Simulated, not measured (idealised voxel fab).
process module | voxel double patterning
cross-section cut | 190 nm wide | cells 5 nm
A cross-section is a grid of square cells, given in bands from the top down. A band is one or more rows of cells.
Each band's line starts with the height of the band's top and of its bottom, in nm. Then come its materials from left to right, each with its width in nm. One material with "throughout" fills the band from edge to edge. "air" is empty space.
Height 0 is the level under which the wafer as received is all one material. The lowest band goes on downwards, as in "0 down".
A width such as "30 to 40" changes by the same amount from each row of cells to the next, from the band's top row to its bottom row.
"no change" after a step means that no cell of the cross-section changed.
closed voids: empty space of 8 cells or more with no open way to the top, each as width x height at its distance from the left edge, in nm
after a step's settings: what the simulator itself notes on the step
overlay nm, on a step with a mask: how far to the right of its planned place the mask lay; to the left if negative
plan
1 op RECEIVE | material Si
2 op CONFORMAL_DEP | material SiO2 | thk nm 10
3 op DIRECTIONAL_DEP | material polySi | thk nm 15
4 op DIRECTIONAL_DEP | material SiN | thk nm 5
5 op DIRECTIONAL_DEP | material aC | thk nm 10
6 op PATTERN | tone open | mask id FIRST | material resist | width nm 15 | pitch nm 50 | thk nm 30 | overlay nm 0
7 op DIRECTIONAL_ETCH | etch materials aC | depth nm 10
8 op STRIP | etch materials resist
9 op DIRECTIONAL_ETCH | etch materials SiN | depth nm 5
10 op STRIP | etch materials aC
11 op MASKED_ETCH | tone open | mask id SECOND | width nm 15 | pitch nm 50 | etch materials SiN | depth nm 5 | overlay nm 0
12 op DIRECTIONAL_ETCH | etch materials polySi | depth nm 15
13 op STRIP | etch materials SiN
as received, after step 1
  0 down: Si throughout
  closed voids: none
first wafer at the end, as planned
  25 to 10: polySi 35 | air 15 | polySi 10 | air 15 | polySi 10 | air 15 | polySi 10 | air 15 | polySi 10 | air 15 | polySi 40
  10 to 0: SiO2 throughout
  0 down: Si throughout
  closed voids: none
second wafer at the end: like start, like plan, one mistake
  25 to 10: air 60 | polySi 15 | air 35 | polySi 15 | air 65
  10 to 0: SiO2 throughout
  0 down: Si throughout
  closed voids: none
what went wrong: step 11 ran as: op MASKED_ETCH | tone cover | mask id SECOND | width nm 15 | pitch nm 50 | etch materials SiN | depth nm 5 | overlay nm 0
at the end the second wafer has, in cells: 51 fewer of polySi
